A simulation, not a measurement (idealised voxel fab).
The process module presented herein is designated voxel ribs on slabs.
Square cells of 5 nm make up the cross-section cut, whose width is 270 nm.
When this document writes out a cross-section, it uses a grid of square cells and lists it as bands, beginning at the top and moving down, with a band standing for one or more rows of cells. Band entry format. Leading values: height of top, height of bottom, nm. Remainder: materials in left-to-right order, each with its width in nm. Special words: "all across" on a single material, which then fills the band edge to edge; "air", empty space. The level at which height equals 0 is the one under which the wafer, as it arrives, is entirely one material. No lower edge exists for the bottom band, which continues downward and is notated as in "0 -> down". When a width is written as two numbers, as in "30->40", the first number is the width in the top row of cells of the band and the second is the width in its bottom row, and the width changes by the same amount from each row to the next. Where a step carries "nothing altered", the cross-section came out of it unchanged, cell for cell. "Closed void table" lists enclosed empty spaces (at least 8 cells, no open path upward to the top), each as width x height at distance from the left edge, in nm. Formally, on a step line, whatever follows the settings is a remark that the simulator itself makes on the step. If you see "overlay nm" on a step's line and that step has a mask, it's telling you how far right of where it was planned the mask ended up; a negative number means it went left instead.

# Steps planned for the process
step 1: RECEIVE with material Si
step 2: DIRECTIONAL_DEP with material SiO2, thk nm 30
step 3: DIRECTIONAL_DEP with material polySi, thk nm 25
step 4: MASKED_ETCH with tone cover, mask id RIB, width nm 20, etch materials polySi, depth nm 20, overlay nm 0
step 5: PATTERN with tone cover, mask id SLAB, material resist, width nm 70, thk nm 20, overlay nm 0
step 6: DIRECTIONAL_ETCH with etch materials polySi, depth nm 5
step 7: STRIP with etch materials resist
step 8: FILL_DEP with material SiO2, thk nm 20
step 9: CMP with height nm 65
step 10: DIRECTIONAL_DEP with material TiN, thk nm 10
step 11: DIRECTIONAL_DEP with material aC, thk nm 10
step 12: PATTERN with tone cover, mask id HEATER, material resist, width nm 30, thk nm 30, overlay nm 0
step 13: DIRECTIONAL_ETCH with etch materials aC, depth nm 10
step 14: STRIP with etch materials resist
step 15: DIRECTIONAL_ETCH with etch materials TiN, depth nm 10
step 16: STRIP with etch materials aC
step 17: CONFORMAL_DEP with material SiO2, thk nm 10

# The first of two wafers, run as planned

# As-received state of the wafer in cross-section, equivalent to post-step 1
	0 -> down = Si all across
	Closed void table: none

# Wafer after step 2 (cross-section)
	30 -> 0 = SiO2 all across
	Rest of section, below 0: as before.

# Wafer after step 3 (cross-section)
	55 -> 30 = polySi all across
	Rest of section, below 30: as before.

# Wafer after step 4 (cross-section)
	55 -> 35 = air 125 nm, then polySi 20 nm, then air 125 nm
	Rest of section, below 35: as before.

# Wafer after step 5 (cross-section)
	75 -> 55 = air 100 nm, then resist 70 nm, then air 100 nm
	55 -> 35 = air 100 nm, then resist 25 nm, then polySi 20 nm, then resist 25 nm, then air 100 nm
	Rest of section, below 35: as before.

# Wafer after step 6 (cross-section)
	75 -> 55 = air 100 nm, then resist 70 nm, then air 100 nm
	55 -> 35 = air 100 nm, then resist 25 nm, then polySi 20 nm, then resist 25 nm, then air 100 nm
	35 -> 30 = air 100 nm, then polySi 70 nm, then air 100 nm
	Rest of section, below 30: as before.

# Wafer after step 7 (cross-section)
	55 -> 35 = air 125 nm, then polySi 20 nm, then air 125 nm
	Rest of section, below 35: as before.

# Wafer after step 8 (cross-section)
	75 -> 55 = SiO2 all across
	55 -> 35 = SiO2 125 nm, then polySi 20 nm, then SiO2 125 nm
	35 -> 30 = SiO2 100 nm, then polySi 70 nm, then SiO2 100 nm
	Rest of section, below 30: as before.

# Wafer after step 9 (cross-section)
	65 -> 55 = SiO2 all across
	Rest of section, below 55: as before.

# Wafer after step 10 (cross-section)
	75 -> 65 = TiN all across
	Rest of section, below 65: as before.

# Wafer after step 11 (cross-section)
	85 -> 75 = aC all across
	Rest of section, below 75: as before.

# Wafer after step 12 (cross-section)
	115 -> 85 = air 120 nm, then resist 30 nm, then air 120 nm
	Rest of section, below 85: as before.

# Wafer after step 13 (cross-section)
	105 -> 85 = air 120 nm, then resist 30 nm, then air 120 nm
	85 -> 75 = air 120 nm, then aC 30 nm, then air 120 nm
	Rest of section, below 75: as before.

# Wafer after step 14 (cross-section)
	85 -> 75 = air 120 nm, then aC 30 nm, then air 120 nm
	Rest of section, below 75: as before.

# Wafer after step 15 (cross-section)
	85 -> 75 = air 120 nm, then aC 30 nm, then air 120 nm
	75 -> 65 = air 120 nm, then TiN 30 nm, then air 120 nm
	Rest of section, below 65: as before.

# Wafer after step 16 (cross-section)
	75 -> 65 = air 120 nm, then TiN 30 nm, then air 120 nm
	Rest of section, below 65: as before.

# Wafer after step 17 (cross-section)
	85 -> 75 = air 110 nm, then SiO2 50 nm, then air 110 nm
	75 -> 65 = SiO2 120 nm, then TiN 30 nm, then SiO2 120 nm
	Rest of section, below 65: as before.

# Here the second wafer is described. Its start and its plan were those of the first wafer. Its run contained one mistake. Up to and including step 8, it did exactly what the first wafer did

# Cross-sectional view of the second wafer at the intended end time of process step 9
	70 -> 55 = SiO2 all across
	Rest of section, below 55: as before.

# Cross-sectional view of the second wafer at the intended end time of process step 10
	80 -> 70 = TiN all across
	Rest of section, below 70: as before.

# Cross-sectional view of the second wafer at the intended end time of process step 11
	90 -> 80 = aC all across
	Rest of section, below 80: as before.

# Cross-sectional view of the second wafer at the intended end time of process step 12
	120 -> 90 = air 120 nm, then resist 30 nm, then air 120 nm
	Rest of section, below 90: as before.

# Cross-sectional view of the second wafer at the intended end time of process step 13
	110 -> 90 = air 120 nm, then resist 30 nm, then air 120 nm
	90 -> 80 = air 120 nm, then aC 30 nm, then air 120 nm
	Rest of section, below 80: as before.

# Cross-sectional view of the second wafer at the intended end time of process step 14
	90 -> 80 = air 120 nm, then aC 30 nm, then air 120 nm
	Rest of section, below 80: as before.

# Cross-sectional view of the second wafer at the intended end time of process step 15
	90 -> 80 = air 120 nm, then aC 30 nm, then air 120 nm
	80 -> 70 = air 120 nm, then TiN 30 nm, then air 120 nm
	Rest of section, below 70: as before.

# Cross-sectional view of the second wafer at the intended end time of process step 16
	80 -> 70 = air 120 nm, then TiN 30 nm, then air 120 nm
	Rest of section, below 70: as before.

# Cross-sectional view of the second wafer at the intended end time of process step 17
	90 -> 80 = air 110 nm, then SiO2 50 nm, then air 110 nm
	80 -> 70 = SiO2 120 nm, then TiN 30 nm, then SiO2 120 nm
	Rest of section, below 70: as before.
Here's what went sideways: rather than as planned, step 9 actually ran as CMP with height nm 70
Final cells, second wafer relative to first, materials higher or lower: SiO2 +54
